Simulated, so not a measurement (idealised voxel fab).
Name of the process module below: voxel ribs on slabs
This is section cut - it's 215 nm across, gridded in 5 nm square cells.
Each cross-section below is a grid of square cells, stated as bands in top-down order, with one or more rows of cells making up each band. Per band: top height and bottom height in nm, followed by the left-to-right materials and their widths in nm; "everywhere" marks a single material spanning edge to edge, "empty" marks empty space. Below 0: as-received wafer, all one material; heights counted from there. Lowest band: no bottom, goes on down, written "from 0 down". A width given as "30->40" starts at the first number in the band's top row and ends at the second number in its bottom row, shifting by an equal amount at every step from row to row. Reading "remained the same" for a step: not a cell of the cross-section changed in it. Listed in "Enclosed void inventory": every empty space of 8 or more cells without an open way to the top. Form: width x height at distance, the distance being from the left edge, all in nm. Text after the settings on a step's line: the simulator's own remark on that step. On any step carrying a mask, the "overlay nm" setting, if present on the step's line, tells how far right of its planned place the mask lay; negative values point to the left.
-- The steps planned for the process are as follows
1) RECEIVE | material Si
2) DIRECTIONAL_DEP | material SiO2 | thk nm 20
3) DIRECTIONAL_DEP | material polySi | thk nm 25
4) PATTERN | tone cover | mask id RIB | material resist | width nm 30 | thk nm 20 | overlay nm 0
5) DIRECTIONAL_ETCH | etch materials polySi | depth nm 20
6) STRIP | etch materials resist
7) MASKED_ETCH | tone cover | mask id SLAB | width nm 70 | etch materials polySi | depth nm 5 | overlay nm 0
8) FILL_DEP | material SiO2 | thk nm 25
9) CMP | height nm 65
10) DIRECTIONAL_DEP | material W | thk nm 10
11) MASKED_ETCH | tone cover | mask id HEATER | width nm 30 | etch materials W | depth nm 10 | overlay nm 0
12) CONFORMAL_DEP | material SiO2 | thk nm 10
The wafers are alike at the start. At step 11, their width nm differs. The plan lists the first wafer's value.
-- Received condition of the first of several wafers, sectioned: post-step 1
- from 0 down  Si everywhere
- Enclosed void inventory: none
-- End of the module, past its last step, step 12: how the first of several wafers looks in cross-section
- from 85 to 75  empty 80, then SiO2 50, then empty 85
- from 75 to 65  SiO2 90, then W 30, then SiO2 95
- from 65 to 45  SiO2 everywhere
- from 45 to 25  SiO2 90, then polySi 30, then SiO2 95
- from 25 to 20  SiO2 70, then polySi 70, then SiO2 75
- from 20 to 0  SiO2 everywhere
- from 0 down  Si everywhere
- Enclosed void inventory: none
-- A cross-section through the last wafer at the close of the module
- from 85 to 75  empty 70, then SiO2 75, then empty 70
- from 75 to 65  SiO2 80, then W 55, then SiO2 80
- from 65 to 45  SiO2 everywhere
- from 45 to 25  SiO2 90, then polySi 30, then SiO2 95
- from 25 to 20  SiO2 70, then polySi 70, then SiO2 75
- from 20 to 0  SiO2 everywhere
- from 0 down  Si everywhere
- Enclosed void inventory: none
-- For your reference, the table is organized with a row per wafer; each row reflects the wafer at the end of the module, indicating for each material the cells gained (+) or lost (-) since receipt, and thereafter its closed voids
width nm 30; +615 SiO2; +12 W; +38 polySi; Enclosed void inventory: none
width nm 35; +615 SiO2; +14 W; +38 polySi; Enclosed void inventory: none
width nm 40; +615 SiO2; +16 W; +38 polySi; Enclosed void inventory: none
width nm 45; +615 SiO2; +18 W; +38 polySi; Enclosed void inventory: none
width nm 50; +615 SiO2; +20 W; +38 polySi; Enclosed void inventory: none
width nm 55; +615 SiO2; +22 W; +38 polySi; Enclosed void inventory: none
